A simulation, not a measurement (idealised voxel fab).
The following is a process module called voxel fin reveal.
Section shown: cut. Width: 255 nm. Cell size: 5 nm, square.
If you're reading a cross-section in this doc, picture square cells in a grid; it comes to you as bands, top ones listed first down to the bottom, and a band can be one or more rows of cells.
The band entry comprises the height of the band's top followed by the height of its bottom, expressed in nm, and subsequently the band's materials from left to right, each stated together with its width in nm. Where a single material is marked with the word "all across", that material fills the band from edge to edge. The word "air" represents empty space.
All heights in this document are referenced to 0, defined as the level beneath which the wafer, as received, consists entirely of one material. The lowest band is not bounded below; it extends indefinitely downward and is written in the form "0 nm and below".
The expression "30..40" gives the width at the extremes of the band, the first number at its top row of cells and the second at its bottom row, with the width changing by equal amounts from each row to the next in between.
Take "nothing got changed" at face value: in the step it is given for, the cross-section changed in none of its cells.
"Sealed void list" specifies each empty space that is not open to the top and that occupies no fewer than 8 cells, using the form width x height at distance, the distance measured from the left edge and all three quantities in nm.
Anything after a step's settings on that line? It's the simulator's own note about the step.
"overlay nm" answers the question of how far to the right of plan the mask lay on a step that has a mask, and when it is negative the answer is to the left.
# Here's what the planned process steps look like
step 1: RECEIVE, material Si
step 2: CONFORMAL_DEP, material SiN, thk nm 5
step 3: PATTERN, tone cover, mask id FINS, material resist, width nm 15, pitch nm 45, thk nm 15, overlay nm 0
step 4: DIRECTIONAL_ETCH, etch materials SiN, depth nm 5
step 5: DIRECTIONAL_ETCH, etch materials Si, depth nm 30
step 6: STRIP, etch materials resist
step 7: FILL_DEP, material SiO2, thk nm 5
step 8: CMP, height nm 5
step 9: SELECTIVE_ETCH, etch materials SiO2, depth nm 15
step 10: STRIP, etch materials SiN
# Cross-section: wafer on arrival = after step 1
- 0 nm and below = Si all across
- Sealed void list: none
# Starting structure and process plan are as shown above, but one mistake was made in running the module; the wafer cross-section at the end of the module follows
- 0 nm to -30 nm = air: 50, then Si: 15, then air: 30, then Si: 15, then air: 30, then Si: 15, then air: 30, then Si: 15, then air: 55
- -30 nm and below = Si all across
- Sealed void list: none
Run error: so step 7 ended up running with a different setting than we planned, it ran as FILL_DEP, material SiN, thk nm 5
